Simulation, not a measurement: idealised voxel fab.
The process module presented herein is designated voxel double patterning.
Xsec cut, 165 nm wide, square cell size 5 nm.
For the purposes of this document, a cross-section shall be understood as a grid of square cells, specified as bands listed in top-to-bottom order, each band consisting of one or more rows of cells.
Per band: top height and bottom height in nm, followed by the left-to-right materials and their widths in nm; "everywhere" marks a single material spanning edge to edge, "blank" marks empty space.
Height reference: 0 = level under which incoming wafer is all one material. Lowest band: no bottom, runs on downward, e.g. "z 0 and below".
The expression "30 to 40" gives the width at the extremes of the band, the first number at its top row of cells and the second at its bottom row, with the width changing by equal amounts from each row to the next in between.
A step reported as "no alterations made" is a step in which no cell of the cross-section changed.
"Cavities, closed" - sealed voids, min. 8 cells, no opening to top; format: width x height at distance (distance from left edge; nm throughout).
On each step's line, the part that comes after the settings is the simulator's own comment on the step.
When a step includes a mask, the "overlay nm" setting on its line states how far to the right of its planned place that mask lay, and negative values state how far to the left.
Set out below are the planned steps of the process
1,RECEIVE, material Si
2,CONFORMAL_DEP, material SiO2, thk nm 5
3,DIRECTIONAL_DEP, material TiN, thk nm 10
4,DIRECTIONAL_DEP, material SiCN, thk nm 5
5,MASKED_ETCH, tone open, mask id FIRST, width nm 15, pitch nm 50, etch materials SiCN, depth nm 5, overlay nm 0
6,MASKED_ETCH, tone open, mask id SECOND, width nm 15, pitch nm 50, etch materials SiCN, depth nm 5, overlay nm 0
7,DIRECTIONAL_ETCH, etch materials TiN, depth nm 10
8,STRIP, etch materials SiCN
Cross-section of the wafer at receipt, which is the condition after step 1
  z 0 and below | Si everywhere
  Cavities, closed: none
Cross-section: first of two wafers, module finished, run according to plan
  z 15 to 5 | 25 nm TiN; 15 nm blank; 10 nm TiN; 15 nm blank; 10 nm TiN; 15 nm blank; 10 nm TiN; 15 nm blank; 10 nm TiN; 15 nm blank; 25 nm TiN
  z 5 to 0 | SiO2 everywhere
  z 0 and below | Si everywhere
  Cavities, closed: none
Second wafer through the module, sectioned at the end: same beginning and same plan as the first wafer, with one mistake in carrying it out
  z 15 to 5 | 25 nm TiN; 15 nm blank; 10 nm TiN; 20 nm blank; 5 nm TiN; 15 nm blank; 10 nm TiN; 20 nm blank; 5 nm TiN; 15 nm blank; 25 nm TiN
  z 5 to 0 | SiO2 everywhere
  z 0 and below | Si everywhere
  Cavities, closed: none
Finding, execution versus plan: heads up, step 6 didn't go per plan, it actually ran as MASKED_ETCH, tone open, mask id SECOND, width nm 20, pitch nm 50, etch materials SiCN, depth nm 5, overlay nm 0
Counted in cells at the end, the second wafer holds more or fewer of these materials than the first: TiN -4
